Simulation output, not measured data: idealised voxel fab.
This is a process module. Its name is voxel transistor to metal.
Square cell edge 5 nm, section width 275 nm, ID cut.
Cross-section, as written here: a square-cell grid given band by band from the top down, where a band holds one or more rows of cells. The entry gives the band's vertical extent as a top height and a bottom height in nm, then its horizontal make-up as materials from left to right, each with a width in nm. "empty" stands for empty space; a single material marked "throughout" fills the band edge to edge. It should be noted that heights are counted from 0, beneath which the wafer as supplied is of one material throughout, and that the lowest band possesses no lower boundary but continues downward, as written in "z 0 and below". Note: "30 to 40" means the width goes from the first number (top row of the band) to the second number (bottom row) in equal steps per row of cells. Given "no modifications" for a step, no cell of the cross-section differs between before and after that step. "Internal closed voids": empty spaces of 8 cells or more with no open way to the top, each given as width x height at distance, distance from the left edge, all in nm. Where a step's line continues beyond its settings, the continuation is a remark by the simulator itself on that step. Steps that use a mask can have "overlay nm" on their line. It says how far the mask sat to the right of where it was meant to be. Negative means to the left. Pairs ahead. Before: cross-section ahead of one process step. After: cross-section once the step is done, shown to the lowest changed band only. Under each pair: that step, with settings. Caution: pairs may come from different runs of this module on the same starting wafer; a pair follows the pair above only where its "State before step" entry says so.

### State before step
- z 130 to 115 | 30 aC, 15 empty, 110 aC, 15 empty, 105 aC
- z 115 to 95 | 30 lowk, 15 empty, 110 lowk, 15 empty, 105 lowk
- z 95 to 80 | lowk throughout
- z 80 to 75 | SiCN throughout
- z 75 to 70 | 25 SiCN, 25 Ru, 50 SiCN, 25 Ru, 25 SiCN, 25 Ru, 50 SiCN, 25 Ru, 25 SiCN
- z 70 to 55 | 30 SiO2, 5 TiN, 5 Cu, 5 TiN, 60 SiO2, 5 TiN, 5 Cu, 5 TiN, 35 SiO2, 5 TiN, 5 Cu, 5 TiN, 60 SiO2, 5 TiN, 5 Cu, 5 TiN, 30 SiO2
- z 55 to 50 | 30 SiN, 15 TiN, 60 SiN, 15 TiN, 35 SiN, 15 TiN, 60 SiN, 15 TiN, 30 SiN
- z 50 to 35 | 30 SiO2, 5 TiN, 5 Ru, 5 TiN, 60 SiO2, 5 TiN, 5 Ru, 5 TiN, 35 SiO2, 5 TiN, 5 Ru, 5 TiN, 60 SiO2, 5 TiN, 5 Ru, 5 TiN, 30 SiO2
- z 35 to 25 | 30 SiO2, 5 TiN, 5 Ru, 5 TiN, 5 SiO2, 10 SiN, 5 SiO2, 20 SiCN, 5 SiO2, 10 SiN, 5 SiO2, 5 TiN, 5 Ru, 5 TiN, 35 SiO2, 5 TiN, 5 Ru, 5 TiN, 5 SiO2, 10 SiN, 5 SiO2, 20 SiCN, 5 SiO2, 10 SiN, 5 SiO2, 5 TiN, 5 Ru, 5 TiN, 30 SiO2
- z 25 to 5 | 30 SiO2, 5 TiN, 5 Ru, 5 TiN, 5 SiO2, 10 SiN, 5 SiO2, 20 polySi, 5 SiO2, 10 SiN, 5 SiO2, 5 TiN, 5 Ru, 5 TiN, 35 SiO2, 5 TiN, 5 Ru, 5 TiN, 5 SiO2, 10 SiN, 5 SiO2, 20 polySi, 5 SiO2, 10 SiN, 5 SiO2, 5 TiN, 5 Ru, 5 TiN, 30 SiO2
- z 5 to 0 | 30 SiO2, 15 TiN, 5 SiO2, 10 SiN, 5 SiO2, 20 polySi, 5 SiO2, 10 SiN, 5 SiO2, 15 TiN, 35 SiO2, 15 TiN, 5 SiO2, 10 SiN, 5 SiO2, 20 polySi, 5 SiO2, 10 SiN, 5 SiO2, 15 TiN, 30 SiO2
- z 0 to -5 | 25 SiO2, 10 SiN, 10 TiN, 5 SiO2, 10 SiN, 5 SiO2, 20 polySi, 5 SiO2, 10 SiN, 5 SiO2, 10 TiN, 10 SiN, 25 SiO2, 10 SiN, 10 TiN, 5 SiO2, 10 SiN, 5 SiO2, 20 polySi, 5 SiO2, 10 SiN, 5 SiO2, 10 TiN, 10 SiN, 25 SiO2
- z -5 to -10 | 35 SiO2, 15 pSi, 50 SiO2, 15 pSi, 45 SiO2, 15 pSi, 50 SiO2, 15 pSi, 35 SiO2
- z -10 to -40 | 25 SiO2, 100 Si, 25 SiO2, 100 Si, 25 SiO2
- z -40 and below | Si throughout
- Internal closed voids: none

### Structure After Step
- z 115 to 95 | 30 lowk, 15 empty, 110 lowk, 15 empty, 105 lowk
- Whatever lies below 95 is exactly as it was before.
- Internal closed voids: none
Which step turns the before cross-section above into the after cross-section? STRIP,etch materials aC

State before step: Please consult the pair immediately above; the cross-section it shows after its step is the state before this step.

### Structure After Step
- z 130 to 115 | 30 resist, 15 empty, 110 resist, 15 empty, 105 resist
- Whatever lies below 115 is exactly as it was before.
- Internal closed voids: none
Which step turns the before cross-section above into the after cross-section? PATTERN,tone open,mask id METAL_2_HOLES,material resist,width nm 15,pitch nm 125,thk nm 15,overlay nm 0

State before step: Please consult the pair immediately above; the cross-section it shows after its step is the state before this step.

### Structure After Step
- z 130 to 115 | 30 resist, 15 empty, 110 resist, 15 empty, 105 resist
- z 115 to 80 | 30 lowk, 15 empty, 110 lowk, 15 empty, 105 lowk
- Whatever lies below 80 is exactly as it was before.
- Internal closed voids: none
Which step turns the before cross-section above into the after cross-section? DIRECTIONAL_ETCH,etch materials lowk,depth nm 15

State before step: Please consult the pair immediately above; the cross-section it shows after its step is the state before this step.

### Structure After Step
- z 130 to 115 | 30 resist, 15 empty, 110 resist, 15 empty, 105 resist
- z 115 to 80 | 30 lowk, 15 empty, 110 lowk, 15 empty, 105 lowk
- z 80 to 75 | 30 SiCN, 15 empty, 110 SiCN, 15 empty, 105 SiCN
- Whatever lies below 75 is exactly as it was before.
- Internal closed voids: none
Which step turns the before cross-section above into the after cross-section? DIRECTIONAL_ETCH,etch materials SiCN,depth nm 5

State before step: Please consult the pair immediately above; the cross-section it shows after its step is the state before this step.

### Structure After Step
- z 115 to 80 | 30 lowk, 15 empty, 110 lowk, 15 empty, 105 lowk
- Whatever lies below 80 is exactly as it was before.
- Internal closed voids: none
Which step turns the before cross-section above into the after cross-section? STRIP,etch materials resist

State before step: Please consult the pair immediately above; the cross-section it shows after its step is the state before this step.

### Structure After Step
- z 120 to 115 | 35 TiN, 5 empty, 120 TiN, 5 empty, 110 TiN
- z 115 to 80 | 30 lowk, 5 TiN, 5 empty, 5 TiN, 110 lowk, 5 TiN, 5 empty, 5 TiN, 105 lowk
- z 80 to 75 | 30 SiCN, 15 TiN, 110 SiCN, 15 TiN, 105 SiCN
- Whatever lies below 75 is exactly as it was before.
- Internal closed voids: none
Which step turns the before cross-section above into the after cross-section? CONFORMAL_DEP,material TiN,thk nm 5

State before step: Please consult the pair immediately above; the cross-section it shows after its step is the state before this step.

### Structure After Step
- z 125 to 120 | Cu throughout
- z 120 to 115 | 35 TiN, 5 Cu, 120 TiN, 5 Cu, 110 TiN
- z 115 to 80 | 30 lowk, 5 TiN, 5 Cu, 5 TiN, 110 lowk, 5 TiN, 5 Cu, 5 TiN, 105 lowk
- Whatever lies below 80 is exactly as it was before.
- Internal closed voids: none
Which step turns the before cross-section above into the after cross-section? FILL_DEP,material Cu,thk nm 5

State before step: Please consult the pair immediately above; the cross-section it shows after its step is the state before this step.

### Structure After Step
- z 115 to 80 | 30 lowk, 5 TiN, 5 Cu, 5 TiN, 110 lowk, 5 TiN, 5 Cu, 5 TiN, 105 lowk
- Whatever lies below 80 is exactly as it was before.
- Internal closed voids: none
Which step turns the before cross-section above into the after cross-section? CMP,height nm 115

State before step: Please consult the pair immediately above; the cross-section it shows after its step is the state before this step.

### Structure After Step
- z 120 to 115 | SiN throughout
- Whatever lies below 115 is exactly as it was before.
- Internal closed voids: none
Which step turns the before cross-section above into the after cross-section? CONFORMAL_DEP,material SiN,thk nm 5

### State before step
- z 55 to 50 | SiN throughout
- z 50 to 35 | 30 SiO2, 5 TiN, 5 Ru, 5 TiN, 60 SiO2, 5 TiN, 5 Ru, 5 TiN, 35 SiO2, 5 TiN, 5 Ru, 5 TiN, 60 SiO2, 5 TiN, 5 Ru, 5 TiN, 30 SiO2
- z 35 to 25 | 30 SiO2, 5 TiN, 5 Ru, 5 TiN, 5 SiO2, 10 SiN, 5 SiO2, 20 SiCN, 5 SiO2, 10 SiN, 5 SiO2, 5 TiN, 5 Ru, 5 TiN, 35 SiO2, 5 TiN, 5 Ru, 5 TiN, 5 SiO2, 10 SiN, 5 SiO2, 20 SiCN, 5 SiO2, 10 SiN, 5 SiO2, 5 TiN, 5 Ru, 5 TiN, 30 SiO2
- z 25 to 5 | 30 SiO2, 5 TiN, 5 Ru, 5 TiN, 5 SiO2, 10 SiN, 5 SiO2, 20 polySi, 5 SiO2, 10 SiN, 5 SiO2, 5 TiN, 5 Ru, 5 TiN, 35 SiO2, 5 TiN, 5 Ru, 5 TiN, 5 SiO2, 10 SiN, 5 SiO2, 20 polySi, 5 SiO2, 10 SiN, 5 SiO2, 5 TiN, 5 Ru, 5 TiN, 30 SiO2
- z 5 to 0 | 30 SiO2, 15 TiN, 5 SiO2, 10 SiN, 5 SiO2, 20 polySi, 5 SiO2, 10 SiN, 5 SiO2, 15 TiN, 35 SiO2, 15 TiN, 5 SiO2, 10 SiN, 5 SiO2, 20 polySi, 5 SiO2, 10 SiN, 5 SiO2, 15 TiN, 30 SiO2
- z 0 to -5 | 25 SiO2, 10 SiN, 10 TiN, 5 SiO2, 10 SiN, 5 SiO2, 20 polySi, 5 SiO2, 10 SiN, 5 SiO2, 10 TiN, 10 SiN, 25 SiO2, 10 SiN, 10 TiN, 5 SiO2, 10 SiN, 5 SiO2, 20 polySi, 5 SiO2, 10 SiN, 5 SiO2, 10 TiN, 10 SiN, 25 SiO2
- z -5 to -10 | 35 SiO2, 15 pSi, 50 SiO2, 15 pSi, 45 SiO2, 15 pSi, 50 SiO2, 15 pSi, 35 SiO2
- z -10 to -40 | 25 SiO2, 100 Si, 25 SiO2, 100 Si, 25 SiO2
- z -40 and below | Si throughout
- Internal closed voids: none

### Structure After Step
- z 55 to 50 | 30 SiN, 15 empty, 60 SiN, 15 empty, 35 SiN, 15 empty, 60 SiN, 15 empty, 30 SiN
- Whatever lies below 50 is exactly as it was before.
- Internal closed voids: none
Which step turns the before cross-section above into the after cross-section? MASKED_ETCH,tone open,mask id METAL_1,width nm 15,etch materials SiN,depth nm 5,overlay nm 0

State before step: Please consult the pair immediately above; the cross-section it shows after its step is the state before this step.

### Structure After Step
- z 60 to 55 | 35 TiN, 5 empty, 70 TiN, 5 empty, 45 TiN, 5 empty, 70 TiN, 5 empty, 35 TiN
- z 55 to 50 | 30 SiN, 15 TiN, 60 SiN, 15 TiN, 35 SiN, 15 TiN, 60 SiN, 15 TiN, 30 SiN
- Whatever lies below 50 is exactly as it was before.
- Internal closed voids: none
Which step turns the before cross-section above into the after cross-section? CONFORMAL_DEP,material TiN,thk nm 5

State before step: Please consult the pair immediately above; the cross-section it shows after its step is the state before this step.

### Structure After Step
- z 70 to 60 | Cu throughout
- z 60 to 55 | 35 TiN, 5 Cu, 70 TiN, 5 Cu, 45 TiN, 5 Cu, 70 TiN, 5 Cu, 35 TiN
- Whatever lies below 55 is exactly as it was before.
- Internal closed voids: none
Which step turns the before cross-section above into the after cross-section? FILL_DEP,material Cu,thk nm 10

State before step: Please consult the pair immediately above; the cross-section it shows after its step is the state before this step.

### Structure After Step
- z 75 to 70 | Ru throughout
- Whatever lies below 70 is exactly as it was before.
- Internal closed voids: none
Which step turns the before cross-section above into the after cross-section? EPI,material Ru,thk nm 5

State before step: Please consult the pair immediately above; the cross-section it shows after its step is the state before this step.

### Structure After Step
- z 80 to 75 | SiCN throughout
- Whatever lies below 75 is exactly as it was before.
- Internal closed voids: none
Which step turns the before cross-section above into the after cross-section? FILL_DEP,material SiCN,thk nm 5

State before step: Please consult the pair immediately above; the cross-section it shows after its step is the state before this step.

### Structure After Step
- z 115 to 80 | lowk throughout
- Whatever lies below 80 is exactly as it was before.
- Internal closed voids: none
Which step turns the before cross-section above into the after cross-section? DIRECTIONAL_DEP,material lowk,thk nm 35

State before step: Please consult the pair immediately above; the cross-section it shows after its step is the state before this step.

### Structure After Step
- z 130 to 115 | aC throughout
- Whatever lies below 115 is exactly as it was before.
- Internal closed voids: none
Which step turns the before cross-section above into the after cross-section? DIRECTIONAL_DEP,material aC,thk nm 15

State before step: Please consult the pair immediately above; the cross-section it shows after its step is the state before this step.

### Structure After Step
- z 165 to 130 | 30 resist, 15 empty, 110 resist, 15 empty, 105 resist
- Whatever lies below 130 is exactly as it was before.
- Internal closed voids: none
Which step turns the before cross-section above into the after cross-section? PATTERN,tone open,mask id METAL_2,material resist,width nm 15,pitch nm 125,thk nm 35,overlay nm 0

State before step: Please consult the pair immediately above; the cross-section it shows after its step is the state before this step.

### Structure After Step
- z 150 to 130 | 30 resist, 15 empty, 110 resist, 15 empty, 105 resist
- z 130 to 115 | 30 aC, 15 empty, 110 aC, 15 empty, 105 aC
- Whatever lies below 115 is exactly as it was before.
- Internal closed voids: none
Which step turns the before cross-section above into the after cross-section? DIRECTIONAL_ETCH,etch materials aC,depth nm 15

State before step: Please consult the pair immediately above; the cross-section it shows after its step is the state before this step.

### Structure After Step
- z 130 to 115 | 30 aC, 15 empty, 110 aC, 15 empty, 105 aC
- Whatever lies below 115 is exactly as it was before.
- Internal closed voids: none
Which step turns the before cross-section above into the after cross-section? STRIP,etch materials resist

State before step: Please consult the pair immediately above; the cross-section it shows after its step is the state before this step.

### Structure After Step
- z 130 to 115 | 30 aC, 15 empty, 110 aC, 15 empty, 105 aC
- z 115 to 95 | 30 lowk, 15 empty, 110 lowk, 15 empty, 105 lowk
- Whatever lies below 95 is exactly as it was before.
- Internal closed voids: none
Which step turns the before cross-section above into the after cross-section? DIRECTIONAL_ETCH,etch materials lowk,depth nm 20

State before step: Please consult the pair immediately above; the cross-section it shows after its step is the state before this step.

### Structure After Step
- z 115 to 95 | 30 lowk, 15 empty, 110 lowk, 15 empty, 105 lowk
- Whatever lies below 95 is exactly as it was before.
- Internal closed voids: none
Which step turns the before cross-section above into the after cross-section? STRIP,etch materials aC

State before step: Please consult the pair immediately above; the cross-section it shows after its step is the state before this step.

### Structure After Step
- z 130 to 115 | 30 resist, 15 empty, 110 resist, 15 empty, 105 resist
- Whatever lies below 115 is exactly as it was before.
- Internal closed voids: none
Which step turns the before cross-section above into the after cross-section? PATTERN,tone open,mask id METAL_2_HOLES,material resist,width nm 15,pitch nm 125,thk nm 15,overlay nm 0

State before step: Please consult the pair immediately above; the cross-section it shows after its step is the state before this step.

### Structure After Step
- z 130 to 115 | 30 resist, 15 empty, 110 resist, 15 empty, 105 resist
- z 115 to 80 | 30 lowk, 15 empty, 110 lowk, 15 empty, 105 lowk
- Whatever lies below 80 is exactly as it was before.
- Internal closed voids: none
Which step turns the before cross-section above into the after cross-section? DIRECTIONAL_ETCH,etch materials lowk,depth nm 15

State before step: Please consult the pair immediately above; the cross-section it shows after its step is the state before this step.

### Structure After Step
- z 130 to 115 | 30 resist, 15 empty, 110 resist, 15 empty, 105 resist
- z 115 to 80 | 30 lowk, 15 empty, 110 lowk, 15 empty, 105 lowk
- z 80 to 75 | 30 SiCN, 15 empty, 110 SiCN, 15 empty, 105 SiCN
- Whatever lies below 75 is exactly as it was before.
- Internal closed voids: none
Which step turns the before cross-section above into the after cross-section? DIRECTIONAL_ETCH,etch materials SiCN,depth nm 5

State before step: Please consult the pair immediately above; the cross-section it shows after its step is the state before this step.

### Structure After Step
- z 115 to 80 | 30 lowk, 15 empty, 110 lowk, 15 empty, 105 lowk
- Whatever lies below 80 is exactly as it was before.
- Internal closed voids: none
Which step turns the before cross-section above into the after cross-section? STRIP,etch materials resist

State before step: Please consult the pair immediately above; the cross-section it shows after its step is the state before this step.

### Structure After Step
- z 120 to 115 | 35 TiN, 5 empty, 120 TiN, 5 empty, 110 TiN
- z 115 to 80 | 30 lowk, 5 TiN, 5 empty, 5 TiN, 110 lowk, 5 TiN, 5 empty, 5 TiN, 105 lowk
- z 80 to 75 | 30 SiCN, 15 TiN, 110 SiCN, 15 TiN, 105 SiCN
- Whatever lies below 75 is exactly as it was before.
- Internal closed voids: none
Which step turns the before cross-section above into the after cross-section? CONFORMAL_DEP,material TiN,thk nm 5

State before step: Please consult the pair immediately above; the cross-section it shows after its step is the state before this step.

### Structure After Step
- z 125 to 120 | Cu throughout
- z 120 to 115 | 35 TiN, 5 Cu, 120 TiN, 5 Cu, 110 TiN
- z 115 to 80 | 30 lowk, 5 TiN, 5 Cu, 5 TiN, 110 lowk, 5 TiN, 5 Cu, 5 TiN, 105 lowk
- Whatever lies below 80 is exactly as it was before.
- Internal closed voids: none
Which step turns the before cross-section above into the after cross-section? FILL_DEP,material Cu,thk nm 5

State before step: Please consult the pair immediately above; the cross-section it shows after its step is the state before this step.

### Structure After Step
- z 115 to 80 | 30 lowk, 5 TiN, 5 Cu, 5 TiN, 110 lowk, 5 TiN, 5 Cu, 5 TiN, 105 lowk
- Whatever lies below 80 is exactly as it was before.
- Internal closed voids: none
Which step turns the before cross-section above into the after cross-section? CMP,height nm 115

State before step: Please consult the pair immediately above; the cross-section it shows after its step is the state before this step.

### Structure After Step
- z 120 to 115 | SiN throughout
- Whatever lies below 115 is exactly as it was before.
- Internal closed voids: none
Which step turns the before cross-section above into the after cross-section? CONFORMAL_DEP,material SiN,thk nm 5

### State before step
- z 30 to 15 | 25 empty, 100 resist, 25 empty, 100 resist, 25 empty
- z 15 to 0 | 25 empty, 100 SiN, 25 empty, 100 SiN, 25 empty
- z 0 to -5 | 25 empty, 100 SiO2, 25 empty, 100 SiO2, 25 empty
- z -5 to -40 | 25 empty, 100 Si, 25 empty, 100 Si, 25 empty
- z -40 and below | Si throughout
- Internal closed voids: none

### Structure After Step
- z 30 to 15 | 25 empty, 100 resist, 25 empty, 100 resist, 25 empty
- z 15 to 0 | 25 empty, 100 SiN, 25 empty, 100 SiN, 25 empty
- z 0 to -5 | 25 empty, 100 SiO2, 25 empty, 100 SiO2, 25 empty
- z -5 to -75 | 25 empty, 100 Si, 25 empty, 100 Si, 25 empty
- Whatever lies below -75 is exactly as it was before.
- Internal closed voids: none
Which step turns the before cross-section above into the after cross-section? DIRECTIONAL_ETCH,etch materials Si,depth nm 35

State before step: Please consult the pair immediately above; the cross-section it shows after its step is the state before this step.

### Structure After Step
- z 15 to 0 | 25 empty, 100 SiN, 25 empty, 100 SiN, 25 empty
- Whatever lies below 0 is exactly as it was before.
- Internal closed voids: none
Which step turns the before cross-section above into the after cross-section? STRIP,etch materials resist

State before step: Please consult the pair immediately above; the cross-section it shows after its step is the state before this step.

### Structure After Step
- z 25 to 15 | SiO2 throughout
- z 15 to 0 | 25 SiO2, 100 SiN, 25 SiO2, 100 SiN, 25 SiO2
- z 0 to -5 | SiO2 throughout
- z -5 to -75 | 25 SiO2, 100 Si, 25 SiO2, 100 Si, 25 SiO2
- Whatever lies below -75 is exactly as it was before.
- Internal closed voids: none
Which step turns the before cross-section above into the after cross-section? FILL_DEP,material SiO2,thk nm 10

State before step: Please consult the pair immediately above; the cross-section it shows after its step is the state before this step.

### Structure After Step
- z 15 to 0 | 25 SiO2, 100 SiN, 25 SiO2, 100 SiN, 25 SiO2
- Whatever lies below 0 is exactly as it was before.
- Internal closed voids: none
Which step turns the before cross-section above into the after cross-section? CMP,height nm 15

State before step: Please consult the pair immediately above; the cross-section it shows after its step is the state before this step.

### Structure After Step
- z 15 to 5 | 25 empty, 100 SiN, 25 empty, 100 SiN, 25 empty
- Whatever lies below 5 is exactly as it was before.
- Internal closed voids: none
Which step turns the before cross-section above into the after cross-section? SELECTIVE_ETCH,etch materials SiO2,depth nm 10

State before step: Please consult the pair immediately above; the cross-section it shows after its step is the state before this step.

### Structure After Step
- z 5 to 0 | 25 SiO2, 100 empty, 25 SiO2, 100 empty, 25 SiO2
- Whatever lies below 0 is exactly as it was before.
- Internal closed voids: none
Which step turns the before cross-section above into the after cross-section? STRIP,etch materials SiN

State before step: Please consult the pair immediately above; the cross-section it shows after its step is the state before this step.

### Structure After Step
- z 0 to -5 | 20 SiO2, 110 empty, 15 SiO2, 110 empty, 20 SiO2
- Whatever lies below -5 is exactly as it was before.
- Internal closed voids: none
Which step turns the before cross-section above into the after cross-section? SELECTIVE_ETCH,etch materials SiO2,depth nm 5

State before step: Please consult the pair immediately above; the cross-section it shows after its step is the state before this step.

### Structure After Step
- z 0 to -5 | 20 SiO2, 110 empty, 15 SiO2, 110 empty, 20 SiO2
- z -5 to -10 | SiO2 throughout
- Whatever lies below -10 is exactly as it was before.
- Internal closed voids: none
Which step turns the before cross-section above into the after cross-section? OXIDIZE,depth nm 5

State before step: Please consult the pair immediately above; the cross-section it shows after its step is the state before this step.

### Structure After Step
- z 30 to 25 | 20 polySi, 110 empty, 15 polySi, 110 empty, 20 polySi
- z 25 to 0 | polySi throughout
- z 0 to -5 | 20 SiO2, 110 polySi, 15 SiO2, 110 polySi, 20 SiO2
- Whatever lies below -5 is exactly as it was before.
- Internal closed voids: none
Which step turns the before cross-section above into the after cross-section? DIRECTIONAL_DEP,material polySi,thk nm 30

State before step: Please consult the pair immediately above; the cross-section it shows after its step is the state before this step.

### Structure After Step
- z 40 to 35 | 20 SiCN, 110 empty, 15 SiCN, 110 empty, 20 SiCN
- z 35 to 30 | SiCN throughout
- z 30 to 25 | 20 polySi, 110 SiCN, 15 polySi, 110 SiCN, 20 polySi
- Whatever lies below 25 is exactly as it was before.
- Internal closed voids: none
Which step turns the before cross-section above into the after cross-section? DIRECTIONAL_DEP,material SiCN,thk nm 10

State before step: Please consult the pair immediately above; the cross-section it shows after its step is the state before this step.

### Structure After Step
- z 55 to 40 | 65 empty, 20 resist, 105 empty, 20 resist, 65 empty
- z 40 to 35 | 20 SiCN, 45 empty, 20 resist, 45 empty, 15 SiCN, 45 empty, 20 resist, 45 empty, 20 SiCN
- Whatever lies below 35 is exactly as it was before.
- Internal closed voids: none
Which step turns the before cross-section above into the after cross-section? PATTERN,tone cover,mask id GATE,material resist,width nm 20,pitch nm 125,thk nm 15,overlay nm 0

State before step: Please consult the pair immediately above; the cross-section it shows after its step is the state before this step.

### Structure After Step
- z 55 to 35 | 65 empty, 20 resist, 105 empty, 20 resist, 65 empty
- z 35 to 30 | 65 empty, 20 SiCN, 105 empty, 20 SiCN, 65 empty
- z 30 to 25 | 20 polySi, 45 empty, 20 SiCN, 45 empty, 15 polySi, 45 empty, 20 SiCN, 45 empty, 20 polySi
- Whatever lies below 25 is exactly as it was before.
- Internal closed voids: none
Which step turns the before cross-section above into the after cross-section? DIRECTIONAL_ETCH,etch materials SiCN,depth nm 20

State before step: Please consult the pair immediately above; the cross-section it shows after its step is the state before this step.

### Structure After Step
- z 55 to 35 | 65 empty, 20 resist, 105 empty, 20 resist, 65 empty
- z 35 to 25 | 65 empty, 20 SiCN, 105 empty, 20 SiCN, 65 empty
- z 25 to 0 | 65 empty, 20 polySi, 105 empty, 20 polySi, 65 empty
- z 0 to -5 | 20 SiO2, 45 empty, 20 polySi, 45 empty, 15 SiO2, 45 empty, 20 polySi, 45 empty, 20 SiO2
- Whatever lies below -5 is exactly as it was before.
- Internal closed voids: none
Which step turns the before cross-section above into the after cross-section? DIRECTIONAL_ETCH,etch materials polySi,depth nm 40

State before step: Please consult the pair immediately above; the cross-section it shows after its step is the state before this step.

### Structure After Step
- z 35 to 25 | 65 empty, 20 SiCN, 105 empty, 20 SiCN, 65 empty
- Whatever lies below 25 is exactly as it was before.
- Internal closed voids: none
Which step turns the before cross-section above into the after cross-section? STRIP,etch materials resist

State before step: Please consult the pair immediately above; the cross-section it shows after its step is the state before this step.

### Structure After Step
- z 40 to 35 | 60 empty, 30 SiO2, 95 empty, 30 SiO2, 60 empty
- z 35 to 25 | 60 empty, 5 SiO2, 20 SiCN, 5 SiO2, 95 empty, 5 SiO2, 20 SiCN, 5 SiO2, 60 empty
- z 25 to 5 | 60 empty, 5 SiO2, 20 polySi, 5 SiO2, 95 empty, 5 SiO2, 20 polySi, 5 SiO2, 60 empty
- z 5 to 0 | 25 SiO2, 35 empty, 5 SiO2, 20 polySi, 5 SiO2, 35 empty, 25 SiO2, 35 empty, 5 SiO2, 20 polySi, 5 SiO2, 35 empty, 25 SiO2
- z 0 to -5 | 65 SiO2, 20 polySi, 105 SiO2, 20 polySi, 65 SiO2
- Whatever lies below -5 is exactly as it was before.
- Internal closed voids: none
Which step turns the before cross-section above into the after cross-section? CONFORMAL_DEP,material SiO2,thk nm 5

State before step: Please consult the pair immediately above; the cross-section it shows after its step is the state before this step.

### Structure After Step
- z 35 to 25 | 60 empty, 5 SiO2, 20 SiCN, 5 SiO2, 95 empty, 5 SiO2, 20 SiCN, 5 SiO2, 60 empty
- z 25 to 0 | 60 empty, 5 SiO2, 20 polySi, 5 SiO2, 95 empty, 5 SiO2, 20 polySi, 5 SiO2, 60 empty
- z 0 to -5 | 25 SiO2, 35 empty, 5 SiO2, 20 polySi, 5 SiO2, 35 empty, 25 SiO2, 35 empty, 5 SiO2, 20 polySi, 5 SiO2, 35 empty, 25 SiO2
- Whatever lies below -5 is exactly as it was before.
- Internal closed voids: none
Which step turns the before cross-section above into the after cross-section? DIRECTIONAL_ETCH,etch materials SiO2,depth nm 5

State before step: Please consult the pair immediately above; the cross-section it shows after its step is the state before this step.

### Structure After Step
- z 45 to 35 | 50 empty, 50 SiN, 75 empty, 50 SiN, 50 empty
- z 35 to 25 | 50 empty, 10 SiN, 5 SiO2, 20 SiCN, 5 SiO2, 10 SiN, 75 empty, 10 SiN, 5 SiO2, 20 SiCN, 5 SiO2, 10 SiN, 50 empty
- z 25 to 10 | 50 empty, 10 SiN, 5 SiO2, 20 polySi, 5 SiO2, 10 SiN, 75 empty, 10 SiN, 5 SiO2, 20 polySi, 5 SiO2, 10 SiN, 50 empty
- z 10 to 5 | 35 SiN, 15 empty, 10 SiN, 5 SiO2, 20 polySi, 5 SiO2, 10 SiN, 15 empty, 45 SiN, 15 empty, 10 SiN, 5 SiO2, 20 polySi, 5 SiO2, 10 SiN, 15 empty, 35 SiN
- z 5 to 0 | 60 SiN, 5 SiO2, 20 polySi, 5 SiO2, 95 SiN, 5 SiO2, 20 polySi, 5 SiO2, 60 SiN
- z 0 to -5 | 25 SiO2, 35 SiN, 5 SiO2, 20 polySi, 5 SiO2, 35 SiN, 25 SiO2, 35 SiN, 5 SiO2, 20 polySi, 5 SiO2, 35 SiN, 25 SiO2
- Whatever lies below -5 is exactly as it was before.
- Internal closed voids: none
Which step turns the before cross-section above into the after cross-section? CONFORMAL_DEP,material SiN,thk nm 10

State before step: Please consult the pair immediately above; the cross-section it shows after its step is the state before this step.

### Structure After Step
- z 35 to 25 | 50 empty, 10 SiN, 5 SiO2, 20 SiCN, 5 SiO2, 10 SiN, 75 empty, 10 SiN, 5 SiO2, 20 SiCN, 5 SiO2, 10 SiN, 50 empty
- z 25 to 0 | 50 empty, 10 SiN, 5 SiO2, 20 polySi, 5 SiO2, 10 SiN, 75 empty, 10 SiN, 5 SiO2, 20 polySi, 5 SiO2, 10 SiN, 50 empty
- z 0 to -5 | 25 SiO2, 10 SiN, 15 empty, 10 SiN, 5 SiO2, 20 polySi, 5 SiO2, 10 SiN, 15 empty, 10 SiN, 25 SiO2, 10 SiN, 15 empty, 10 SiN, 5 SiO2, 20 polySi, 5 SiO2, 10 SiN, 15 empty, 10 SiN, 25 SiO2
- Whatever lies below -5 is exactly as it was before.
- Internal closed voids: none
Which step turns the before cross-section above into the after cross-section? DIRECTIONAL_ETCH,etch materials SiN,depth nm 10

State before step: Please consult the pair immediately above; the cross-section it shows after its step is the state before this step.

### Structure After Step
- z 35 to 30 | 50 empty, 10 SiN, 5 empty, 20 SiCN, 5 empty, 10 SiN, 75 empty, 10 SiN, 5 empty, 20 SiCN, 5 empty, 10 SiN, 50 empty
- z 30 to 25 | 50 empty, 10 SiN, 5 SiO2, 20 SiCN, 5 SiO2, 10 SiN, 75 empty, 10 SiN, 5 SiO2, 20 SiCN, 5 SiO2, 10 SiN, 50 empty
- z 25 to 0 | 50 empty, 10 SiN, 5 SiO2, 20 polySi, 5 SiO2, 10 SiN, 75 empty, 10 SiN, 5 SiO2, 20 polySi, 5 SiO2, 10 SiN, 50 empty
- z 0 to -5 | 25 empty, 10 SiN, 15 empty, 10 SiN, 5 SiO2, 20 polySi, 5 SiO2, 10 SiN, 15 empty, 10 SiN, 25 empty, 10 SiN, 15 empty, 10 SiN, 5 SiO2, 20 polySi, 5 SiO2, 10 SiN, 15 empty, 10 SiN, 25 empty
- z -5 to -10 | 35 SiO2, 15 empty, 50 SiO2, 15 empty, 45 SiO2, 15 empty, 50 SiO2, 15 empty, 35 SiO2
- Whatever lies below -10 is exactly as it was before.
- Internal closed voids: none
Which step turns the before cross-section above into the after cross-section? DIRECTIONAL_ETCH,etch materials SiO2,depth nm 5

State before step: Please consult the pair immediately above; the cross-section it shows after its step is the state before this step.

### Structure After Step
- z 35 to 30 | 50 empty, 10 SiN, 5 empty, 20 SiCN, 5 empty, 10 SiN, 75 empty, 10 SiN, 5 empty, 20 SiCN, 5 empty, 10 SiN, 50 empty
- z 30 to 25 | 50 empty, 10 SiN, 5 SiO2, 20 SiCN, 5 SiO2, 10 SiN, 75 empty, 10 SiN, 5 SiO2, 20 SiCN, 5 SiO2, 10 SiN, 50 empty
- z 25 to 0 | 50 empty, 10 SiN, 5 SiO2, 20 polySi, 5 SiO2, 10 SiN, 75 empty, 10 SiN, 5 SiO2, 20 polySi, 5 SiO2, 10 SiN, 50 empty
- z 0 to -5 | 25 empty, 10 SiN, 15 empty, 10 SiN, 5 SiO2, 20 polySi, 5 SiO2, 10 SiN, 15 empty, 10 SiN, 25 empty, 10 SiN, 15 empty, 10 SiN, 5 SiO2, 20 polySi, 5 SiO2, 10 SiN, 15 empty, 10 SiN, 25 empty
- z -5 to -10 | 35 SiO2, 15 pSi, 50 SiO2, 15 pSi, 45 SiO2, 15 pSi, 50 SiO2, 15 pSi, 35 SiO2
- Whatever lies below -10 is exactly as it was before.
- Internal closed voids: none
Which step turns the before cross-section above into the after cross-section? EPI,material pSi,thk nm 5
